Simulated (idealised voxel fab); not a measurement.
process module | voxel plated lines
Xsec cut, 260 nm wide, square cell size 5 nm.
Heads up, the way a cross-section reads in here is a grid of square cells, handed over as bands from the top down, with every band being one or more rows of cells.
Top, bottom (nm), then materials left to right with widths (nm); lone material tagged "everywhere" fills the whole band edge to edge; "empty" = empty space.
Height reference: 0 = level under which incoming wafer is all one material. Lowest band: no bottom, runs on downward, e.g. "0 and below".
Top row gets the first number, bottom row gets the second, and each row in between changes by the same step: that is how a band width like "30..40" works.
Reading "no alteration" for a step: not a cell of the cross-section changed in it.
"Catalogued sealed voids" means: voids of 8 cells or more that are shut off from the top with no open way through. Written width x height at distance, distance from the left edge, in nm.
It should be noted that, on the line of a given step, the content following the step's settings is a remark produced by the simulator itself with respect to that step.
The optional step-line setting "overlay nm" applies to steps with a mask and quantifies how far to the right of its planned location the mask lay, a negative value indicating leftward placement.

# Below is the list of planned process steps
1. RECEIVE, material Si
2. CONFORMAL_DEP, material SiO2, thk nm 15
3. DIRECTIONAL_DEP, material TiN, thk nm 5
4. PATTERN, tone open, mask id LINES, material resist, width nm 20, pitch nm 35, thk nm 40, overlay nm 0
5. EPI, material Ru, thk nm 10
6. EPI, material Ru, thk nm 5
7. EPI, material Ru, thk nm 10
8. STRIP, etch materials resist
9. DIRECTIONAL_ETCH, etch materials TiN, depth nm 5
10. CONFORMAL_DEP, material SiN, thk nm 10

# The cross-section here shows the wafer as received, i.e. in its state after step 1
0 and below  Si everywhere
Catalogued sealed voids: none

# Wafer cross-section at end of module: start and plan as shown above, one execution error
45 down to 35  empty (55), SiN (145), empty (60)
35 down to 15  empty (55), SiN (10), Ru (20), SiN (15), Ru (20), SiN (15), Ru (20), SiN (15), Ru (20), SiN (10), empty (60)
15 down to 10  SiN (65), Ru (20), SiN (15), Ru (20), SiN (15), Ru (20), SiN (15), Ru (20), SiN (70)
10 down to 5  SiN (65), TiN (20), SiN (15), TiN (20), SiN (15), TiN (20), SiN (15), TiN (20), SiN (70)
5 down to 0  SiO2 everywhere
0 and below  Si everywhere
Catalogued sealed voids: none
Against the plan, the run slipped here: rather than as planned, step 2 actually ran as CONFORMAL_DEP, material SiO2, thk nm 5
